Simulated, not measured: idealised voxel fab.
This is a process module. Its name is voxel lift off.
This is section cut - it's 250 nm across, gridded in 5 nm square cells.
When this document writes out a cross-section, it uses a grid of square cells and lists it as bands, beginning at the top and moving down, with a band standing for one or more rows of cells.
Each band's line starts with the height of the band's top and of its bottom, in nm. Then come its materials from left to right, each with its width in nm. One material with "full width" fills the band from edge to edge. "blank" is empty space.
Where do heights start? At 0: under that level the wafer as delivered is made of one material only. And the lowest band has no floor; it just carries on downward, as in "0 down".
Width spec "30..40" -> top row of cells at first value, bottom row at second value, equal per-row change in between.
Basically "no modification" means that step didn't change any cell in the cross-section.
What "Closed void list" gives you is every empty space of 8 cells or more that is cut off from the top. Each appears as width x height at distance, with the distance taken from the left edge and width, height and distance all in nm.
Past the settings on a step's line: simulator remark, on that step.
overlay nm: step with mask; distance mask lay right of planned place; negative value = left of planned place.

### Process steps foreseen in the plan
| 1 | RECEIVE | material Si |
| 2 | CONFORMAL_DEP | material SiO2 | thk nm 10 |
| 3 | PATTERN | tone open | mask id LINES | material resist | width nm 15 | pitch nm 40 | thk nm 25 | overlay nm 0 |
| 4 | DIRECTIONAL_DEP | material Ru | thk nm 15 |
| 5 | STRIP | etch materials resist |
| 6 | CONFORMAL_DEP | material SiO2 | thk nm 5 |

### Cross-section of the wafer as it came to us, i.e., already through step 1
    0 down = Si full width
    Closed void list: none

### Below is the wafer in cross-section after the module was completed. It began from the starting point shown above and followed the plan shown above, except that one mistake was made while running it
    30 to 25 = blank 60 / SiO2 25 / blank 15 / SiO2 25 / blank 15 / SiO2 25 / blank 15 / SiO2 25 / blank 45
    25 to 15 = blank 60 / SiO2 5 / Ru 15 / SiO2 5 / blank 15 / SiO2 5 / Ru 15 / SiO2 5 / blank 15 / SiO2 5 / Ru 15 / SiO2 5 / blank 15 / SiO2 5 / Ru 15 / SiO2 5 / blank 45
    15 to 10 = SiO2 65 / Ru 15 / SiO2 25 / Ru 15 / SiO2 25 / Ru 15 / SiO2 25 / Ru 15 / SiO2 50
    10 to 0 = SiO2 full width
    0 down = Si full width
    Closed void list: none
Misprocessing identified: step 3 did not use the planned setting and instead ran as PATTERN | tone open | mask id LINES | material resist | width nm 15 | pitch nm 40 | thk nm 25 | overlay nm 10
